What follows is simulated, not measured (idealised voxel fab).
Process module in this document: voxel double patterning
The figure presents cross-section cut, which has a width of 175 nm and is divided into square cells with an edge length of 5 nm.
A cross-section in this document is a grid of square cells, and it is written down as bands, the top band listed before the ones below it; a band is made up of one or more rows of cells.
Per band: top height and bottom height in nm, followed by the left-to-right materials and their widths in nm; "throughout" marks a single material spanning edge to edge, "air" marks empty space.
Heights are reckoned from 0. Under this level, the received wafer is all of one material. The bottommost band is open-ended downward, for example "0 -> down".
Think of "30->40" as a width that walks from the first number to the second as you go down the band, top row to bottom row, taking equal-sized steps from row to row.
Take "no alteration" at face value: in the step it is given for, the cross-section changed in none of its cells.
"Sealed void list" - sealed voids, min. 8 cells, no opening to top; format: width x height at distance (distance from left edge; nm throughout).
Heads up: the bit after the settings on a step's line is the simulator's remark on that step.
overlay nm: mask offset rightward from planned place, masked step; negative means leftward offset.
Plan
1) RECEIVE: material Si
2) CONFORMAL_DEP: material SiN, thk nm 10
3) DIRECTIONAL_DEP: material SiO2, thk nm 10
4) DIRECTIONAL_DEP: material SiCN, thk nm 5
5) DIRECTIONAL_DEP: material aC, thk nm 10
6) PATTERN: tone open, mask id FIRST, material resist, width nm 15, pitch nm 50, thk nm 30, overlay nm 0
7) DIRECTIONAL_ETCH: etch materials aC, depth nm 10
8) STRIP: etch materials resist
9) DIRECTIONAL_ETCH: etch materials SiCN, depth nm 5
10) STRIP: etch materials aC
11) MASKED_ETCH: tone open, mask id SECOND, width nm 15, etch materials SiCN, depth nm 5, overlay nm 0
12) DIRECTIONAL_ETCH: etch materials SiO2, depth nm 10
13) STRIP: etch materials SiCN
Every wafer here starts from the same state; it is the step 11 width nm that distinguishes them, and the value the plan gives belongs to the first wafer.
Cross-section of the first of several wafers as received (after step 1)
  0 -> down = Si throughout
  Sealed void list: none
So in this table every wafer gets its own row, and what you see is where it stands at the end of the module: for each material, how many cells it picked up (+) or gave up (-) since we received it, and after that its closed voids
width nm 15 | +70 SiN | +52 SiO2 | Sealed void list: none
width nm 20 | +70 SiN | +50 SiO2 | Sealed void list: none
width nm 25 | +70 SiN | +48 SiO2 | Sealed void list: none
width nm 30 | +70 SiN | +46 SiO2 | Sealed void list: none
